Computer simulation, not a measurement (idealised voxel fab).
process module | voxel transistor to metal
cross-section cut | 300 nm wide | cells 5 nm
A cross-section is a grid of square cells, given in bands from the top down. A band is one or more rows of cells.
Each band's line starts with the height of the band's top and of its bottom, in nm. Then come its materials from left to right, each with its width in nm. One material with "throughout" fills the band from edge to edge. "air" is empty space.
Height 0 is the level under which the wafer as received is all one material. The lowest band goes on downwards, as in "0 down".
A width such as "30 to 40" changes by the same amount from each row of cells to the next, from the band's top row to its bottom row.
"no change" after a step means that no cell of the cross-section changed.
closed voids: empty space of 8 cells or more with no open way to the top, each as width x height at its distance from the left edge, in nm
after a step's settings: what the simulator itself notes on the step
overlay nm, on a step with a mask: how far to the right of its planned place the mask lay; to the left if negative
plan
1 op RECEIVE | material Si
2 op OXIDIZE | depth nm 5
3 op CONFORMAL_DEP | material SiN | thk nm 15
4 op PATTERN | tone cover | mask id ACTIVE | material resist | width nm 90 | pitch nm 110 | thk nm 20 | overlay nm 0
5 op DIRECTIONAL_ETCH | etch materials SiN | depth nm 15
6 op DIRECTIONAL_ETCH | etch materials SiO2 | depth nm 5
7 op DIRECTIONAL_ETCH | etch materials Si | depth nm 30
8 op STRIP | etch materials resist
9 op OXIDIZE | depth nm 5
10 op FILL_DEP | material SiO2 | thk nm 10
11 op CMP | height nm 15
12 op SELECTIVE_ETCH | etch materials SiO2 | depth nm 5
13 op STRIP | etch materials SiN
14 op SELECTIVE_ETCH | etch materials SiO2 | depth nm 5
15 op OXIDIZE | depth nm 5
16 op DIRECTIONAL_DEP | material polySi | thk nm 30
17 op DIRECTIONAL_DEP | material SiCN | thk nm 10
18 op MASKED_ETCH | tone cover | mask id GATE | width nm 20 | pitch nm 110 | etch materials SiCN | depth nm 20 | overlay nm 0
19 op MASKED_ETCH | tone cover | mask id GATE | width nm 20 | pitch nm 110 | etch materials polySi | depth nm 40 | overlay nm 0
20 op CONFORMAL_DEP | material SiO2 | thk nm 5
21 op DIRECTIONAL_ETCH | etch materials SiO2 | depth nm 5
22 op CONFORMAL_DEP | material SiN | thk nm 5
23 op DIRECTIONAL_ETCH | etch materials SiN | depth nm 5
24 op DIRECTIONAL_ETCH | etch materials SiO2 | depth nm 5
25 op DIRECTIONAL_ETCH | etch materials Si | depth nm 15
26 op EPI | material SiGe | thk nm 15
27 op FILL_DEP | material SiO2 | thk nm 5
28 op CMP | height nm 35
29 op DIRECTIONAL_DEP | material SiO2 | thk nm 10
30 op DIRECTIONAL_DEP | material aC | thk nm 15
31 op PATTERN | tone open | mask id CONTACT | material resist | width nm 15 | thk nm 35 | overlay nm 0
32 op DIRECTIONAL_ETCH | etch materials aC | depth nm 15
33 op STRIP | etch materials resist
34 op DIRECTIONAL_ETCH | etch materials SiO2 | depth nm 55
35 op STRIP | etch materials aC
36 op CONFORMAL_DEP | material TiN | thk nm 5
37 op FILL_DEP | material W | thk nm 5
38 op CMP | height nm 45
39 op DIRECTIONAL_DEP | material TiN | thk nm 5
40 op DIRECTIONAL_DEP | material Ru | thk nm 20
41 op PATTERN | tone cover | mask id METAL_1 | material resist | width nm 15 | thk nm 15 | overlay nm 0
42 op DIRECTIONAL_ETCH | etch materials Ru | depth nm 20
43 op DIRECTIONAL_ETCH | etch materials TiN | depth nm 5
44 op STRIP | etch materials resist
45 op CONFORMAL_DEP | material SiN | thk nm 5
46 op FILL_DEP | material SiO2 | thk nm 10
47 op CMP | height nm 70
48 op CONFORMAL_DEP | material SiCN | thk nm 5
as received, after step 1
  0 down: Si throughout
  closed voids: none
first wafer at the end, as planned
  75 to 70: SiCN throughout
  70 to 50: SiO2 50 | SiN 5 | Ru 15 | SiN 5 | SiO2 40 | SiN 5 | Ru 15 | SiN 5 | SiO2 20 | SiN 5 | Ru 15 | SiN 5 | SiO2 40 | SiN 5 | Ru 15 | SiN 5 | SiO2 50
  50 to 45: SiN 55 | TiN 15 | SiN 50 | TiN 15 | SiN 30 | TiN 15 | SiN 50 | TiN 15 | SiN 55
  45 to 35: SiO2 55 | TiN 5 | W 5 | TiN 5 | SiO2 50 | TiN 5 | W 5 | TiN 5 | SiO2 30 | TiN 5 | W 5 | TiN 5 | SiO2 50 | TiN 5 | W 5 | TiN 5 | SiO2 55
  35 to 25: SiO2 55 | TiN 5 | W 5 | TiN 5 | SiO2 5 | SiN 5 | SiO2 5 | SiCN 20 | SiO2 5 | SiN 5 | SiO2 5 | TiN 5 | W 5 | TiN 5 | SiO2 30 | TiN 5 | W 5 | TiN 5 | SiO2 5 | SiN 5 | SiO2 5 | SiCN 20 | SiO2 5 | SiN 5 | SiO2 5 | TiN 5 | W 5 | TiN 5 | SiO2 55
  25 to 10: SiO2 55 | TiN 5 | W 5 | TiN 5 | SiO2 5 | SiN 5 | SiO2 5 | polySi 20 | SiO2 5 | SiN 5 | SiO2 5 | TiN 5 | W 5 | TiN 5 | SiO2 30 | TiN 5 | W 5 | TiN 5 | SiO2 5 | SiN 5 | SiO2 5 | polySi 20 | SiO2 5 | SiN 5 | SiO2 5 | TiN 5 | W 5 | TiN 5 | SiO2 55
  10 to 5: SiO2 55 | TiN 15 | SiO2 5 | SiN 5 | SiO2 5 | polySi 20 | SiO2 5 | SiN 5 | SiO2 5 | TiN 15 | SiO2 30 | TiN 15 | SiO2 5 | SiN 5 | SiO2 5 | polySi 20 | SiO2 5 | SiN 5 | SiO2 5 | TiN 15 | SiO2 55
  5 to -5: SiO2 50 | SiN 5 | TiN 5 | SiGe 15 | SiN 5 | SiO2 5 | polySi 20 | SiO2 5 | SiN 5 | SiGe 15 | TiN 5 | SiN 5 | SiO2 20 | SiN 5 | TiN 5 | SiGe 15 | SiN 5 | SiO2 5 | polySi 20 | SiO2 5 | SiN 5 | SiGe 15 | TiN 5 | SiN 5 | SiO2 50
  -5 to -10: SiO2 55 | TiN 5 | SiGe 15 | SiO2 40 | SiGe 15 | TiN 5 | SiO2 30 | TiN 5 | SiGe 15 | SiO2 40 | SiGe 15 | TiN 5 | SiO2 55
  -10 to -25: SiO2 55 | SiGe 20 | Si 40 | SiGe 20 | SiO2 30 | SiGe 20 | Si 40 | SiGe 20 | SiO2 55
  -25 to -40: SiO2 55 | Si 80 | SiO2 30 | Si 80 | SiO2 55
  -40 down: Si throughout
  closed voids: none
second wafer at the end: like start, like plan, one mistake
  75 to 70: SiCN throughout
  70 to 50: SiO2 50 | SiN 5 | Ru 15 | SiN 5 | SiO2 40 | SiN 5 | Ru 15 | SiN 5 | SiO2 20 | SiN 5 | Ru 15 | SiN 5 | SiO2 40 | SiN 5 | Ru 15 | SiN 5 | SiO2 50
  50 to 45: SiN 55 | TiN 15 | SiN 50 | TiN 15 | SiN 30 | TiN 15 | SiN 50 | TiN 15 | SiN 55
  45 to 35: SiO2 55 | TiN 5 | W 5 | TiN 5 | SiO2 50 | TiN 5 | W 5 | TiN 5 | SiO2 30 | TiN 5 | W 5 | TiN 5 | SiO2 50 | TiN 5 | W 5 | TiN 5 | SiO2 55
  35 to 25: SiO2 55 | TiN 5 | W 5 | TiN 5 | SiO2 5 | SiN 5 | SiO2 5 | SiCN 20 | SiO2 5 | SiN 5 | SiO2 5 | TiN 5 | W 5 | TiN 5 | SiO2 30 | TiN 5 | W 5 | TiN 5 | SiO2 5 | SiN 5 | SiO2 5 | SiCN 20 | SiO2 5 | SiN 5 | SiO2 5 | TiN 5 | W 5 | TiN 5 | SiO2 55
  25 to 10: SiO2 55 | TiN 5 | W 5 | TiN 5 | SiO2 5 | SiN 5 | SiO2 5 | polySi 20 | SiO2 5 | SiN 5 | SiO2 5 | TiN 5 | W 5 | TiN 5 | SiO2 30 | TiN 5 | W 5 | TiN 5 | SiO2 5 | SiN 5 | SiO2 5 | polySi 20 | SiO2 5 | SiN 5 | SiO2 5 | TiN 5 | W 5 | TiN 5 | SiO2 55
  10 to 5: SiO2 55 | TiN 15 | SiO2 5 | SiN 5 | SiO2 5 | polySi 20 | SiO2 5 | SiN 5 | SiO2 5 | TiN 15 | SiO2 30 | TiN 15 | SiO2 5 | SiN 5 | SiO2 5 | polySi 20 | SiO2 5 | SiN 5 | SiO2 5 | TiN 15 | SiO2 55
  5 to 0: SiO2 45 | SiN 5 | SiO2 5 | TiN 5 | SiGe 15 | SiN 5 | SiO2 5 | polySi 20 | SiO2 5 | SiN 5 | SiGe 15 | TiN 5 | SiO2 30 | TiN 5 | SiGe 15 | SiN 5 | SiO2 5 | polySi 20 | SiO2 5 | SiN 5 | SiGe 15 | TiN 5 | SiO2 5 | SiN 5 | SiO2 45
  0 to -5: SiO2 45 | SiN 5 | SiGe 25 | SiN 5 | SiO2 5 | polySi 20 | SiO2 5 | SiN 5 | SiGe 25 | SiO2 20 | SiGe 25 | SiN 5 | SiO2 5 | polySi 20 | SiO2 5 | SiN 5 | SiGe 25 | SiN 5 | SiO2 45
  -5 to -10: SiO2 45 | SiN 5 | SiGe 25 | SiO2 40 | SiGe 25 | SiN 5 | SiO2 10 | SiN 5 | SiGe 25 | SiO2 40 | SiGe 25 | SiN 5 | SiO2 45
  -10 to -15: SiO2 60 | SiGe 15 | Si 40 | SiGe 15 | SiO2 40 | SiGe 15 | Si 40 | SiGe 15 | SiO2 60
  -15 to -25: SiO2 55 | Si 5 | SiGe 15 | Si 40 | SiGe 15 | Si 5 | SiO2 30 | Si 5 | SiGe 15 | Si 40 | SiGe 15 | Si 5 | SiO2 55
  -25 to -40: SiO2 55 | Si 80 | SiO2 30 | Si 80 | SiO2 55
  -40 down: Si throughout
  closed voids: none
what went wrong: steps 12 and 13 were swapped
at the end the second wafer has, in cells: 8 more of Si | 4 more of SiGe | 4 fewer of SiO2 | 8 fewer of TiN
